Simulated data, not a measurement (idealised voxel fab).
Presented below is a process module, voxel gate over fins.
Cross-section cut spans 270 nm and uses square cells 5 nm in size.
Heads up, the way a cross-section reads in here is a grid of square cells, handed over as bands from the top down, with every band being one or more rows of cells.
A band entry consists of two parts. The first gives the height of the band's top and the height of its bottom, in nm. The rest lists the band's materials from left to right, each with its width in nm. A single material labelled with the word "all across" fills the band from edge to edge, and the word "empty" marks empty space.
All heights in this document are referenced to 0, defined as the level beneath which the wafer, as received, consists entirely of one material. The lowest band is not bounded below; it extends indefinitely downward and is written in the form "z 0 and below".
Top row gets the first number, bottom row gets the second, and each row in between changes by the same step: that is how a band width like "30 to 40" works.
"stayed the same" (step): cross-section cells unchanged, all of them.
Closed empty spaces (no open way to the top) of 8 cells or more are what "Voids, sealed" lists, each as width x height at distance from the left edge, nm for all three.
Whatever follows a step's settings on its line is a remark the simulator itself makes about that step.
Among the settings permitted on a step's line is "overlay nm"; applied to a step with a mask, it specifies the extent to which the mask lay to the right of its planned position, whereas a negative figure signifies a position to the left.

-- The process steps that were planned are listed below
1) RECEIVE with material Si
2) CONFORMAL_DEP with material SiN, thk nm 5
3) DIRECTIONAL_DEP with material aC, thk nm 10
4) PATTERN with tone cover, mask id FINS, material resist, width nm 15, pitch nm 50, thk nm 30, overlay nm 0
5) DIRECTIONAL_ETCH with etch materials aC, depth nm 10
6) STRIP with etch materials resist
7) DIRECTIONAL_ETCH with etch materials SiN, depth nm 5
8) DIRECTIONAL_ETCH with etch materials Si, depth nm 40
9) STRIP with etch materials aC
10) FILL_DEP with material SiO2, thk nm 5
11) CMP with height nm 5
12) PATTERN with tone open, mask id RAIL, material resist, width nm 15, thk nm 20, overlay nm 0
13) DIRECTIONAL_ETCH with etch materials SiO2, depth nm 40
14) STRIP with etch materials resist
15) CONFORMAL_DEP with material TiN, thk nm 5
16) FILL_DEP with material W, thk nm 5
17) CMP with height nm 5
18) SELECTIVE_ETCH with etch materials W Ru TiN, depth nm 20
19) FILL_DEP with material SiO2, thk nm 5
20) CMP with height nm 5
21) SELECTIVE_ETCH with etch materials SiO2, depth nm 15
22) STRIP with etch materials SiN
23) CONFORMAL_DEP with material HfO2, thk nm 5
24) CONFORMAL_DEP with material TiN, thk nm 5
25) FILL_DEP with material W, thk nm 10
26) CMP with height nm 15
27) CONFORMAL_DEP with material SiCN, thk nm 5

-- Cross-section of the wafer upon arrival, representing the state reached after step 1
* z 0 and below = Si all across
* Voids, sealed: none

-- What the wafer looks like in cross-section after this module, when it starts as shown above and follows the plan above but one mistake is made in running it
* z 20 to 15 = SiCN all across
* z 15 to 10 = W all across
* z 10 to 5 = TiN all across
* z 5 to 0 = 105 of HfO2  5 of TiN  45 of HfO2  5 of TiN  110 of HfO2
* z 0 to -5 = 100 of Si  5 of HfO2  5 of TiN  5 of HfO2  35 of Si  5 of HfO2  5 of TiN  5 of HfO2  105 of Si
* z -5 to -10 = 100 of Si  15 of HfO2  35 of Si  15 of HfO2  105 of Si
* z -10 to -40 = 100 of Si  15 of SiO2  35 of Si  15 of SiO2  105 of Si
* z -40 and below = Si all across
* Voids, sealed: none
Processing error: not per plan at step 4, really ran PATTERN with tone open, mask id FINS, material resist, width nm 15, pitch nm 50, thk nm 30, overlay nm 0
